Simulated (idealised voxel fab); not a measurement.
process module | voxel capacitor over wiring
cross-section cut | 160 nm wide | cells 5 nm
A cross-section is a grid of square cells, given in bands from the top down. A band is one or more rows of cells.
Each band's line starts with the height of the band's top and of its bottom, in nm. Then come its materials from left to right, each with its width in nm. One material with "throughout" fills the band from edge to edge. "air" is empty space.
Height 0 is the level under which the wafer as received is all one material. The lowest band goes on downwards, as in "0 down".
A width such as "30 to 40" changes by the same amount from each row of cells to the next, from the band's top row to its bottom row.
"no change" after a step means that no cell of the cross-section changed.
closed voids: empty space of 8 cells or more with no open way to the top, each as width x height at its distance from the left edge, in nm
after a step's settings: what the simulator itself notes on the step
overlay nm, on a step with a mask: how far to the right of its planned place the mask lay; to the left if negative
plan
1 op RECEIVE | material Si
2 op CONFORMAL_DEP | material SiO2 | thk nm 15
3 op CONFORMAL_DEP | material SiN | thk nm 5
4 op DIRECTIONAL_DEP | material lowk | thk nm 20
5 op DIRECTIONAL_DEP | material aC | thk nm 10
6 op PATTERN | tone open | mask id METAL_1 | material resist | width nm 30 | pitch nm 95 | thk nm 30 | overlay nm 0
7 op DIRECTIONAL_ETCH | etch materials aC | depth nm 10
8 op STRIP | etch materials resist
9 op DIRECTIONAL_ETCH | etch materials lowk | depth nm 20
10 op DIRECTIONAL_ETCH | etch materials SiN | depth nm 5
11 op STRIP | etch materials aC
12 op CONFORMAL_DEP | material TiN | thk nm 5
13 op FILL_DEP | material W | thk nm 10
14 op CMP | height nm 40
15 op CONFORMAL_DEP | material SiCN | thk nm 5
16 op DIRECTIONAL_DEP | material SiO2 | thk nm 10
17 op DIRECTIONAL_DEP | material aC | thk nm 15
18 op PATTERN | tone open | mask id PLUG_1 | material resist | width nm 15 | thk nm 35 | overlay nm 0
19 op DIRECTIONAL_ETCH | etch materials aC | depth nm 15
20 op STRIP | etch materials resist
21 op DIRECTIONAL_ETCH | etch materials SiO2 | depth nm 10
22 op DIRECTIONAL_ETCH | etch materials SiCN | depth nm 5
23 op STRIP | etch materials aC
24 op CONFORMAL_DEP | material TiN | thk nm 5
25 op FILL_DEP | material W | thk nm 5
26 op CMP | height nm 55
27 op DIRECTIONAL_DEP | material TiN | thk nm 5
28 op DIRECTIONAL_DEP | material HfO2 | thk nm 5
29 op DIRECTIONAL_DEP | material TiN | thk nm 10
30 op PATTERN | tone cover | mask id UPPER_PLATE | material resist | width nm 70 | thk nm 15 | overlay nm 0
31 op DIRECTIONAL_ETCH | etch materials TiN | depth nm 10
32 op DIRECTIONAL_ETCH | etch materials HfO2 | depth nm 5
33 op STRIP | etch materials resist
34 op DIRECTIONAL_DEP | material aC | thk nm 10
35 op PATTERN | tone cover | mask id LOWER_PLATE | material resist | width nm 80 | thk nm 30 | overlay nm 0
36 op DIRECTIONAL_ETCH | etch materials aC | depth nm 10
37 op STRIP | etch materials resist
38 op DIRECTIONAL_ETCH | etch materials TiN | depth nm 5
39 op STRIP | etch materials aC
40 op FILL_DEP | material SiO2 | thk nm 15
41 op CMP | height nm 85
42 op DIRECTIONAL_DEP | material aC | thk nm 15
43 op PATTERN | tone open | mask id PLUG_2 | material resist | width nm 15 | thk nm 35 | overlay nm 0
44 op DIRECTIONAL_ETCH | etch materials aC | depth nm 15
45 op STRIP | etch materials resist
46 op DIRECTIONAL_ETCH | etch materials SiO2 | depth nm 10
47 op STRIP | etch materials aC
48 op CONFORMAL_DEP | material TiN | thk nm 5
49 op FILL_DEP | material Cu | thk nm 10
50 op CMP | height nm 85
51 op CONFORMAL_DEP | material SiCN | thk nm 5
as received, after step 1
  0 down: Si throughout
  closed voids: none
first wafer at the end, as planned
  90 to 85: SiCN throughout
  85 to 80: SiO2 40 | TiN 5 | Cu 5 | TiN 5 | SiO2 105
  80 to 75: SiO2 40 | TiN 15 | SiO2 105
  75 to 65: SiO2 30 | TiN 70 | SiO2 60
  65 to 60: SiO2 30 | HfO2 70 | SiO2 60
  60 to 55: SiO2 25 | TiN 80 | SiO2 55
  55 to 45: SiO2 30 | TiN 5 | W 5 | TiN 5 | SiO2 115
  45 to 40: SiCN 30 | TiN 15 | SiCN 115
  40 to 20: lowk 15 | TiN 5 | W 20 | TiN 5 | lowk 65 | TiN 5 | W 20 | TiN 5 | lowk 20
  20 to 15: SiN 15 | TiN 30 | SiN 65 | TiN 30 | SiN 20
  15 to 0: SiO2 throughout
  0 down: Si throughout
  closed voids: none
second wafer at the end: like start, like plan, one mistake
  90 to 85: SiCN throughout
  85 to 80: SiO2 40 | TiN 5 | Cu 5 | TiN 5 | SiO2 105
  80 to 75: SiO2 40 | TiN 15 | SiO2 105
  75 to 65: SiO2 30 | TiN 70 | SiO2 60
  65 to 60: SiO2 30 | HfO2 70 | SiO2 60
  60 to 55: SiO2 20 | TiN 80 | SiO2 60
  55 to 45: SiO2 30 | TiN 5 | W 5 | TiN 5 | SiO2 115
  45 to 40: SiCN 30 | TiN 15 | SiCN 115
  40 to 20: lowk 15 | TiN 5 | W 20 | TiN 5 | lowk 65 | TiN 5 | W 20 | TiN 5 | lowk 20
  20 to 15: SiN 15 | TiN 30 | SiN 65 | TiN 30 | SiN 20
  15 to 0: SiO2 throughout
  0 down: Si throughout
  closed voids: none
what went wrong: step 35 ran as: op PATTERN | tone cover | mask id LOWER_PLATE | material resist | width nm 80 | thk nm 30 | overlay nm -5
at the end the second wafer has, in cells: as many of each material as the first, in other places
